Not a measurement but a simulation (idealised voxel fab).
This is a process module. Its name is voxel ribs on slabs.
Cross-sectional view cut (width: 290 nm; square cell size: 5 nm).
A cross-section in this document is a grid of square cells, and it is written down as bands, the top band listed before the ones below it; a band is made up of one or more rows of cells. Basically the band line says how high the top is and how high the bottom is, in nm, and then what's in it from left to right, every material with its width in nm. Empty space shows up as "air", and if a single material carries "edge to edge" it runs the full band edge to edge. Height reference: 0 = level under which incoming wafer is all one material. Lowest band: no bottom, runs on downward, e.g. "0 down". Think of "30..40" as a width that walks from the first number to the second as you go down the band, top row to bottom row, taking equal-sized steps from row to row. Where a step carries "all unchanged", the cross-section came out of it unchanged, cell for cell. Basically, "Tabulated closed voids" tells you about the enclosed voids: empty spaces with no open way to the top, 8 cells or bigger, each written width x height at distance, where distance is from the left edge, all in nm. If you see something after the settings on a step's line, that's the simulator's own remark about that step. "overlay nm" answers the question of how far to the right of plan the mask lay on a step that has a mask, and when it is negative the answer is to the left.
## Planned process steps
1. RECEIVE: material Si
2. DIRECTIONAL_DEP: material SiO2, thk nm 25
3. DIRECTIONAL_DEP: material SiN, thk nm 20
4. DIRECTIONAL_DEP: material aC, thk nm 10
5. PATTERN: tone cover, mask id RIB, material resist, width nm 30, thk nm 30, overlay nm 0
6. DIRECTIONAL_ETCH: etch materials aC, depth nm 10
7. STRIP: etch materials resist
8. DIRECTIONAL_ETCH: etch materials SiN, depth nm 5
9. STRIP: etch materials aC
10. PATTERN: tone cover, mask id SLAB, material resist, width nm 90, thk nm 15, overlay nm 0
11. DIRECTIONAL_ETCH: etch materials SiN, depth nm 15
12. STRIP: etch materials resist
13. FILL_DEP: material SiO2, thk nm 20
14. CMP: height nm 60
15. DIRECTIONAL_DEP: material TiN, thk nm 10
16. DIRECTIONAL_DEP: material aC, thk nm 10
17. PATTERN: tone cover, mask id HEATER, material resist, width nm 40, thk nm 25, overlay nm 0
18. DIRECTIONAL_ETCH: etch materials aC, depth nm 10
19. STRIP: etch materials resist
20. DIRECTIONAL_ETCH: etch materials TiN, depth nm 10
21. STRIP: etch materials aC
22. CONFORMAL_DEP: material SiN, thk nm 5
## As-received state of the wafer in cross-section, equivalent to post-step 1
  0 down  Si edge to edge
  Tabulated closed voids: none
## One mistake in running the module, otherwise start and plan as above: cross-section at the end
  75 to 70  air 120 nm; SiN 50 nm; air 120 nm
  70 to 65  air 120 nm; SiN 5 nm; TiN 40 nm; SiN 5 nm; air 120 nm
  65 to 60  SiN 125 nm; TiN 40 nm; SiN 125 nm
  60 to 45  SiO2 edge to edge
  45 to 40  SiO2 130 nm; SiN 30 nm; SiO2 130 nm
  40 to 25  SiO2 110 nm; SiN 90 nm; SiO2 90 nm
  25 to 0  SiO2 edge to edge
  0 down  Si edge to edge
  Tabulated closed voids: none
Deviation from plan: heads up, step 10 didn't go per plan, it actually ran as PATTERN: tone cover, mask id SLAB, material resist, width nm 90, thk nm 15, overlay nm 10
